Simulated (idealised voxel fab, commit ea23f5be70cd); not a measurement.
process module | voxel wiring stack
In the cross-section labelled cut, the width is 210 nm and each square cell is 5 nm.
If you're reading a cross-section in this doc, picture square cells in a grid; it comes to you as bands, top ones listed first down to the bottom, and a band can be one or more rows of cells. It is stipulated that each band's entry specify, in nanometres, the height of the top of the band and then that of its bottom, followed by the materials of the band in left-to-right sequence, each together with its width in nanometres. A single material marked by the word "throughout" is understood to fill the band from edge to edge; the word "air" is understood to denote empty space. We count height from 0. Below that, the starting wafer is all one material. The lowest band never ends at the bottom but goes on down; see "0 down" for how that is written. A two-number width, for instance "30..40", indicates that the width is equal to the first number in the top row of the band and to the second number in the bottom row, and that it changes by a constant amount per row of cells. A step reported as "no change occurred" is a step in which no cell of the cross-section changed. You'll see "Cavities, sealed" listing empty spaces that have no way open to the top, as long as they're 8 cells or more; the notation is width x height at distance, where the distance is from the left edge, and all of it is in nm. It should be noted that, on the line of a given step, the content following the step's settings is a remark produced by the simulator itself with respect to that step. You can add "overlay nm" to a step's line. For a step with a mask, it describes how far the mask lay to the right of its planned position, and a negative number describes a lay to the left.
### List of planned process steps
1: RECEIVE, material Si
2: CONFORMAL_DEP, material SiO2, thk nm 15
3: DIRECTIONAL_DEP, material TiN, thk nm 5
4: DIRECTIONAL_DEP, material Ru, thk nm 20
5: MASKED_ETCH, tone cover, mask id METAL_1, width nm 30, pitch nm 60, etch materials Ru, depth nm 20, overlay nm 0
6: MASKED_ETCH, tone cover, mask id METAL_1, width nm 30, pitch nm 60, etch materials TiN, depth nm 5, overlay nm 0
7: CONFORMAL_DEP, material SiCN, thk nm 5
8: FILL_DEP, material SiO2, thk nm 5
9: CMP, height nm 40
10: CONFORMAL_DEP, material SiCN, thk nm 5
11: DIRECTIONAL_DEP, material SiO2, thk nm 10
12: MASKED_ETCH, tone open, mask id PLUG_1, width nm 15, etch materials SiO2, depth nm 10, overlay nm 0
13: MASKED_ETCH, tone open, mask id PLUG_1, width nm 15, etch materials SiCN, depth nm 5, overlay nm 0
14: EPI, material Ru, thk nm 10
15: EPI, material Ru, thk nm 5
16: CONFORMAL_DEP, material SiN, thk nm 5
17: DIRECTIONAL_DEP, material lowk, thk nm 20
18: MASKED_ETCH, tone open, mask id METAL_2, width nm 30, pitch nm 60, etch materials lowk, depth nm 20, overlay nm 0
19: MASKED_ETCH, tone open, mask id METAL_2, width nm 30, pitch nm 60, etch materials SiN, depth nm 5, overlay nm 0
20: CONFORMAL_DEP, material TiN, thk nm 5
21: FILL_DEP, material Cu, thk nm 10
22: CMP, height nm 80
23: EPI, material Ru, thk nm 5
24: FILL_DEP, material SiCN, thk nm 5
### Delivered wafer in cross-section: state after step 1
    0 down = Si throughout
    Cavities, sealed: none
### Cross-section at module end, one run error; start and plan unchanged from above
    90 to 85 = SiCN throughout
    85 to 80 = SiCN 55 nm; Ru 40 nm; SiCN 20 nm; Ru 40 nm; SiCN 55 nm
    80 to 60 = lowk 60 nm; TiN 5 nm; Cu 20 nm; TiN 5 nm; lowk 30 nm; TiN 5 nm; Cu 20 nm; TiN 5 nm; lowk 60 nm
    60 to 55 = SiN 60 nm; TiN 30 nm; SiN 30 nm; TiN 30 nm; SiN 60 nm
    55 to 45 = SiO2 60 nm; SiN 5 nm; TiN 5 nm; SiN 5 nm; SiO2 135 nm
    45 to 40 = SiCN 60 nm; SiN 5 nm; TiN 5 nm; SiN 5 nm; SiCN 135 nm
    40 to 35 = SiO2 55 nm; SiCN 40 nm; SiO2 20 nm; SiCN 40 nm; SiO2 55 nm
    35 to 20 = SiO2 55 nm; SiCN 5 nm; Ru 30 nm; SiCN 5 nm; SiO2 20 nm; SiCN 5 nm; Ru 30 nm; SiCN 5 nm; SiO2 55 nm
    20 to 15 = SiCN 60 nm; Ru 30 nm; SiCN 30 nm; Ru 30 nm; SiCN 60 nm
    15 to 0 = SiO2 throughout
    0 down = Si throughout
    Cavities, sealed: none
What was done differently from what was planned? skipped: plan step 3 (never run)
